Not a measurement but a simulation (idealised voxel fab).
Process module, titled voxel capacitor over wiring
In the cross-section labelled cut, the width is 265 nm and each square cell is 5 nm.
Format of a cross-section: grid, square cells. Given as bands. Order: top down. Band: one or more rows of cells.
Band: top and bottom heights (nm) first, top before bottom; then materials from left to right, widths in nm. "throughout" marks a sole material filling the band edge to edge. "empty" denotes empty space.
The reference from which all heights are counted is 0, the level beneath which the as-received wafer is entirely one material; the lowest band, having no lower bound, proceeds downward and is written after the example "top 0, no bottom".
A width such as "30..40" changes by the same amount from each row of cells to the next, from the band's top row to its bottom row.
The designation "no change occurred", where it is given for a processing step, indicates that no cell of the cross-section was altered in the course of that step.
The entry "Entrapped void list" lists the empty spaces that cover at least 8 cells and have no open path to the top. Each is written as width x height at distance, where the distance is measured from the left edge and all three values are in nm.
On a step's line, text after the settings is the simulator commenting on that step.
On any step carrying a mask, the "overlay nm" setting, if present on the step's line, tells how far right of its planned place the mask lay; negative values point to the left.
Here's what the planned process steps look like
1. RECEIVE [material Si]
2. CONFORMAL_DEP [material SiO2] [thk nm 15]
3. CONFORMAL_DEP [material SiCN] [thk nm 5]
4. DIRECTIONAL_DEP [material lowk] [thk nm 20]
5. DIRECTIONAL_DEP [material aC] [thk nm 10]
6. PATTERN [tone open] [mask id METAL_1] [material resist] [width nm 30] [pitch nm 80] [thk nm 25] [overlay nm 0]
7. DIRECTIONAL_ETCH [etch materials aC] [depth nm 10]
8. STRIP [etch materials resist]
9. DIRECTIONAL_ETCH [etch materials lowk] [depth nm 20]
10. DIRECTIONAL_ETCH [etch materials SiCN] [depth nm 5]
11. STRIP [etch materials aC]
12. CONFORMAL_DEP [material TiN] [thk nm 5]
13. FILL_DEP [material Ru] [thk nm 10]
14. CMP [height nm 40]
15. EPI [material Ru] [thk nm 5]
16. FILL_DEP [material SiCN] [thk nm 5]
17. DIRECTIONAL_DEP [material SiO2] [thk nm 20]
18. DIRECTIONAL_DEP [material aC] [thk nm 10]
19. PATTERN [tone open] [mask id PLUG_1] [material resist] [width nm 15] [thk nm 25] [overlay nm 0]
20. DIRECTIONAL_ETCH [etch materials aC] [depth nm 10]
21. STRIP [etch materials resist]
22. DIRECTIONAL_ETCH [etch materials SiO2] [depth nm 20]
23. DIRECTIONAL_ETCH [etch materials SiCN] [depth nm 5]
24. STRIP [etch materials aC]
25. CONFORMAL_DEP [material TiN] [thk nm 5]
26. FILL_DEP [material Cu] [thk nm 5]
27. CMP [height nm 70]
28. DIRECTIONAL_DEP [material TiN] [thk nm 5]
29. DIRECTIONAL_DEP [material SiN] [thk nm 5]
30. DIRECTIONAL_DEP [material TiN] [thk nm 5]
31. DIRECTIONAL_DEP [material aC] [thk nm 15]
32. PATTERN [tone cover] [mask id UPPER_PLATE] [material resist] [width nm 55] [thk nm 30] [overlay nm 0]
33. DIRECTIONAL_ETCH [etch materials aC] [depth nm 15]
34. STRIP [etch materials resist]
35. DIRECTIONAL_ETCH [etch materials TiN] [depth nm 5]
36. DIRECTIONAL_ETCH [etch materials SiN] [depth nm 5]
37. STRIP [etch materials aC]
38. MASKED_ETCH [tone cover] [mask id LOWER_PLATE] [width nm 65] [etch materials TiN] [depth nm 5] [overlay nm 0]
39. FILL_DEP [material SiO2] [thk nm 15]
40. CMP [height nm 95]
41. MASKED_ETCH [tone open] [mask id PLUG_2] [width nm 15] [etch materials SiO2] [depth nm 10] [overlay nm -15]
42. CONFORMAL_DEP [material TiN] [thk nm 5]
43. FILL_DEP [material Cu] [thk nm 5]
44. CMP [height nm 95]
45. CONFORMAL_DEP [material SiCN] [thk nm 5]
Be aware that, although all wafers share a common starting state, the overlay nm at step 41 differs among them, and the plan displays the first wafer's value.
First wafer as received, after step 1
    top 0, no bottom: Si throughout
    Entrapped void list: none
Every row in this table is a wafer at the end of the module, and it gives, for each of the materials, the cells that wafer has gained (+) or lost (-) since it was received, then its closed voids
overlay nm -15; +5 Cu; +48 Ru; +181 SiCN; +11 SiN; +583 SiO2; +68 TiN; +164 lowk; Entrapped void list: none
overlay nm -10; +5 Cu; +48 Ru; +181 SiCN; +11 SiN; +583 SiO2; +68 TiN; +164 lowk; Entrapped void list: none
overlay nm -5; +5 Cu; +48 Ru; +181 SiCN; +11 SiN; +583 SiO2; +68 TiN; +164 lowk; Entrapped void list: none
overlay nm 0; +5 Cu; +48 Ru; +181 SiCN; +11 SiN; +583 SiO2; +68 TiN; +164 lowk; Entrapped void list: none
overlay nm 5; +5 Cu; +48 Ru; +181 SiCN; +11 SiN; +583 SiO2; +68 TiN; +164 lowk; Entrapped void list: none
overlay nm 10; +5 Cu; +48 Ru; +181 SiCN; +11 SiN; +583 SiO2; +68 TiN; +164 lowk; Entrapped void list: none
overlay nm 15; +5 Cu; +48 Ru; +181 SiCN; +11 SiN; +583 SiO2; +68 TiN; +164 lowk; Entrapped void list: none
